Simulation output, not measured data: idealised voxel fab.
This section sets out a process module, namely voxel spacer lines.
We display cut, a cross-section 200 nm in width whose square cells are each 5 nm.
We lay out every cross-section as a grid of square cells and spell it out in bands from the top down, where one band means one or more rows of cells.
Per band: top height and bottom height in nm, followed by the left-to-right materials and their widths in nm; "throughout" marks a single material spanning edge to edge, "blank" marks empty space.
Heights are expressed relative to 0, this being the level below which the as-received wafer comprises one material exclusively. The lowest band is unbounded in the downward direction and is denoted as in "top 0, no bottom".
The notation "30->40" denotes a width that varies across the rows of cells in the band, beginning at the first number in the top row, finishing at the second number in the bottom row, and changing by an identical amount from each row to the next.
Any step labelled "no alterations made" changed none of the cells in the cross-section.
The entry titled "Closed voids list" provides the empty spaces that have no open way to the top, restricted to those of 8 cells or more. Each is presented as width x height at distance, the distance being measured from the left edge, with all three in nm.
On each step's line, the part that comes after the settings is the simulator's own comment on the step.
The setting "overlay nm" may be written on the line of a step. When the step uses a mask, the value reports how far to the right of the planned place the mask lay, and a negative value reports that it lay to the left.
### plan
1,RECEIVE | material Si
2,CONFORMAL_DEP | material Al2O3 | thk nm 10
3,DIRECTIONAL_DEP | material W | thk nm 20
4,DIRECTIONAL_DEP | material aC | thk nm 20
5,PATTERN | tone cover | mask id MANDREL | material resist | width nm 20 | pitch nm 60 | thk nm 25 | overlay nm 0
6,DIRECTIONAL_ETCH | etch materials aC | depth nm 20
7,STRIP | etch materials resist
8,CONFORMAL_DEP | material SiN | thk nm 10
9,DIRECTIONAL_ETCH | etch materials SiN | depth nm 10
10,STRIP | etch materials aC
11,DIRECTIONAL_ETCH | etch materials W | depth nm 20
12,STRIP | etch materials SiN
### The cross-section here shows the wafer as received, i.e. in its state after step 1
* top 0, no bottom  Si throughout
* Closed voids list: none
### Look at the cross-section after the module: the wafer started out the way shown above and the plan was the one shown above, yet one mistake was made along the way
* top 40, bottom 20  blank (20) | W (10) | blank (20) | W (10) | blank (20) | W (10) | blank (20) | W (10) | blank (20) | W (10) | blank (20) | W (10) | blank (20)
* top 20, bottom 10  W throughout
* top 10, bottom 0  Al2O3 throughout
* top 0, no bottom  Si throughout
* Closed voids list: none
So what did we get wrong on this run? step 3 ran as: DIRECTIONAL_DEP | material W | thk nm 30
